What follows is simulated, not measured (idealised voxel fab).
process module | voxel self aligned vias
cross-section cut | 260 nm wide | cells 5 nm
A cross-section is a grid of square cells, given in bands from the top down. A band is one or more rows of cells.
Each band's line starts with the height of the band's top and of its bottom, in nm. Then come its materials from left to right, each with its width in nm. One material with "throughout" fills the band from edge to edge. "air" is empty space.
Height 0 is the level under which the wafer as received is all one material. The lowest band goes on downwards, as in "0 down".
A width such as "30 to 40" changes by the same amount from each row of cells to the next, from the band's top row to its bottom row.
"no change" after a step means that no cell of the cross-section changed.
closed voids: empty space of 8 cells or more with no open way to the top, each as width x height at its distance from the left edge, in nm
after a step's settings: what the simulator itself notes on the step
overlay nm, on a step with a mask: how far to the right of its planned place the mask lay; to the left if negative
plan
1 op RECEIVE | material Si
2 op CONFORMAL_DEP | material SiO2 | thk nm 10
3 op CONFORMAL_DEP | material SiCN | thk nm 5
4 op DIRECTIONAL_DEP | material lowk | thk nm 20
5 op DIRECTIONAL_DEP | material aC | thk nm 15
6 op PATTERN | tone open | mask id LINES | material resist | width nm 25 | pitch nm 75 | thk nm 35 | overlay nm 0
7 op DIRECTIONAL_ETCH | etch materials aC | depth nm 15
8 op STRIP | etch materials resist
9 op DIRECTIONAL_ETCH | etch materials lowk | depth nm 20
10 op STRIP | etch materials aC
11 op CONFORMAL_DEP | material TiN | thk nm 5
12 op FILL_DEP | material W | thk nm 10
13 op CMP | height nm 35
14 op SELECTIVE_ETCH | etch materials W Ru TiN | depth nm 5
15 op FILL_DEP | material SiN | thk nm 10
16 op CMP | height nm 35
17 op DIRECTIONAL_DEP | material lowk | thk nm 15
18 op MASKED_ETCH | tone open | mask id VIAS | width nm 45 | etch materials lowk | depth nm 15 | overlay nm 0
19 op MASKED_ETCH | tone open | mask id VIAS | width nm 45 | etch materials SiN | depth nm 5 | overlay nm 0
20 op CONFORMAL_DEP | material TiN | thk nm 5
21 op FILL_DEP | material Cu | thk nm 5
22 op CMP | height nm 50
23 op CONFORMAL_DEP | material SiN | thk nm 5
first wafer, as planned
as received, after step 1
  0 down: Si throughout
  closed voids: none
after step 2
  10 to 0: SiO2 throughout
  below 0: unchanged
after step 3
  15 to 10: SiCN throughout
  below 10: unchanged
after step 4
  35 to 15: lowk throughout
  below 15: unchanged
after step 5
  50 to 35: aC throughout
  below 35: unchanged
after step 6
  85 to 50: resist 80 | air 25 | resist 50 | air 25 | resist 80
  below 50: unchanged
after step 7
  70 to 50: resist 80 | air 25 | resist 50 | air 25 | resist 80
  50 to 35: aC 80 | air 25 | aC 50 | air 25 | aC 80
  below 35: unchanged
after step 8
  50 to 35: aC 80 | air 25 | aC 50 | air 25 | aC 80
  below 35: unchanged
after step 9
  50 to 35: aC 80 | air 25 | aC 50 | air 25 | aC 80
  35 to 15: lowk 80 | air 25 | lowk 50 | air 25 | lowk 80
  below 15: unchanged
after step 10
  35 to 15: lowk 80 | air 25 | lowk 50 | air 25 | lowk 80
  below 15: unchanged
after step 11
  40 to 35: TiN 85 | air 15 | TiN 60 | air 15 | TiN 85
  35 to 20: lowk 80 | TiN 5 | air 15 | TiN 5 | lowk 50 | TiN 5 | air 15 | TiN 5 | lowk 80
  20 to 15: lowk 80 | TiN 25 | lowk 50 | TiN 25 | lowk 80
  below 15: unchanged
after step 12
  50 to 40: W throughout
  40 to 35: TiN 85 | W 15 | TiN 60 | W 15 | TiN 85
  35 to 20: lowk 80 | TiN 5 | W 15 | TiN 5 | lowk 50 | TiN 5 | W 15 | TiN 5 | lowk 80
  below 20: unchanged
after step 13
  35 to 20: lowk 80 | TiN 5 | W 15 | TiN 5 | lowk 50 | TiN 5 | W 15 | TiN 5 | lowk 80
  below 20: unchanged
after step 14
  35 to 30: lowk 80 | air 25 | lowk 50 | air 25 | lowk 80
  below 30: unchanged
after step 15
  45 to 35: SiN throughout
  35 to 30: lowk 80 | SiN 25 | lowk 50 | SiN 25 | lowk 80
  below 30: unchanged
after step 16
  35 to 30: lowk 80 | SiN 25 | lowk 50 | SiN 25 | lowk 80
  below 30: unchanged
after step 17
  50 to 35: lowk throughout
  below 35: unchanged
after step 18
  50 to 35: lowk 70 | air 45 | lowk 145
  below 35: unchanged
after step 19
  50 to 35: lowk 70 | air 45 | lowk 145
  35 to 30: lowk 80 | air 25 | lowk 50 | SiN 25 | lowk 80
  below 30: unchanged
after step 20
  55 to 50: TiN 75 | air 35 | TiN 150
  50 to 40: lowk 70 | TiN 5 | air 35 | TiN 5 | lowk 145
  40 to 35: lowk 70 | TiN 15 | air 15 | TiN 15 | lowk 145
  35 to 30: lowk 80 | TiN 25 | lowk 50 | SiN 25 | lowk 80
  below 30: unchanged
after step 21
  60 to 55: Cu throughout
  55 to 50: TiN 75 | Cu 35 | TiN 150
  50 to 40: lowk 70 | TiN 5 | Cu 35 | TiN 5 | lowk 145
  40 to 35: lowk 70 | TiN 15 | Cu 15 | TiN 15 | lowk 145
  below 35: unchanged
after step 22
  50 to 40: lowk 70 | TiN 5 | Cu 35 | TiN 5 | lowk 145
  below 40: unchanged
after step 23
  55 to 50: SiN throughout
  below 50: unchanged
second wafer: like start, like plan, one mistake. Through step 5 it matches the first wafer
when step 6 should have ended
  85 to 50: air 80 | resist 25 | air 50 | resist 25 | air 80
  below 50: unchanged
when step 7 should have ended
  70 to 50: air 80 | resist 25 | air 50 | resist 25 | air 80
  50 to 35: air 80 | aC 25 | air 50 | aC 25 | air 80
  below 35: unchanged
when step 8 should have ended
  50 to 35: air 80 | aC 25 | air 50 | aC 25 | air 80
  below 35: unchanged
when step 9 should have ended
  50 to 35: air 80 | aC 25 | air 50 | aC 25 | air 80
  35 to 15: air 80 | lowk 25 | air 50 | lowk 25 | air 80
  below 15: unchanged
when step 10 should have ended
  35 to 15: air 80 | lowk 25 | air 50 | lowk 25 | air 80
  below 15: unchanged
when step 11 should have ended
  40 to 35: air 75 | TiN 35 | air 40 | TiN 35 | air 75
  35 to 20: air 75 | TiN 5 | lowk 25 | TiN 5 | air 40 | TiN 5 | lowk 25 | TiN 5 | air 75
  20 to 15: TiN 80 | lowk 25 | TiN 50 | lowk 25 | TiN 80
  below 15: unchanged
when step 12 should have ended
  50 to 40: W throughout
  40 to 35: W 75 | TiN 35 | W 40 | TiN 35 | W 75
  35 to 20: W 75 | TiN 5 | lowk 25 | TiN 5 | W 40 | TiN 5 | lowk 25 | TiN 5 | W 75
  below 20: unchanged
when step 13 should have ended
  35 to 20: W 75 | TiN 5 | lowk 25 | TiN 5 | W 40 | TiN 5 | lowk 25 | TiN 5 | W 75
  below 20: unchanged
when step 14 should have ended
  35 to 30: air 80 | lowk 25 | air 50 | lowk 25 | air 80
  below 30: unchanged
when step 15 should have ended
  45 to 35: SiN throughout
  35 to 30: SiN 80 | lowk 25 | SiN 50 | lowk 25 | SiN 80
  below 30: unchanged
when step 16 should have ended
  35 to 30: SiN 80 | lowk 25 | SiN 50 | lowk 25 | SiN 80
  below 30: unchanged
when step 17 should have ended
  50 to 35: lowk throughout
  below 35: unchanged
when step 18 should have ended
  50 to 35: lowk 70 | air 45 | lowk 145
  below 35: unchanged
when step 19 should have ended
  50 to 35: lowk 70 | air 45 | lowk 145
  35 to 30: SiN 70 | air 10 | lowk 25 | air 10 | SiN 40 | lowk 25 | SiN 80
  below 30: unchanged
when step 20 should have ended
  55 to 50: TiN 75 | air 35 | TiN 150
  50 to 40: lowk 70 | TiN 5 | air 35 | TiN 5 | lowk 145
  40 to 35: lowk 70 | TiN 45 | lowk 145
  35 to 30: SiN 70 | TiN 10 | lowk 25 | TiN 10 | SiN 40 | lowk 25 | SiN 80
  below 30: unchanged
when step 21 should have ended
  60 to 55: Cu throughout
  55 to 50: TiN 75 | Cu 35 | TiN 150
  50 to 40: lowk 70 | TiN 5 | Cu 35 | TiN 5 | lowk 145
  below 40: unchanged
when step 22 should have ended
  50 to 40: lowk 70 | TiN 5 | Cu 35 | TiN 5 | lowk 145
  below 40: unchanged
when step 23 should have ended
  55 to 50: SiN throughout
  below 50: unchanged
what went wrong: step 6 ran as: op PATTERN | tone cover | mask id LINES | material resist | width nm 25 | pitch nm 75 | thk nm 35 | overlay nm 0
at the end the second wafer has, in cells: 3 fewer of Cu | 33 more of SiN | 34 more of TiN | 64 more of W | 128 fewer of lowk
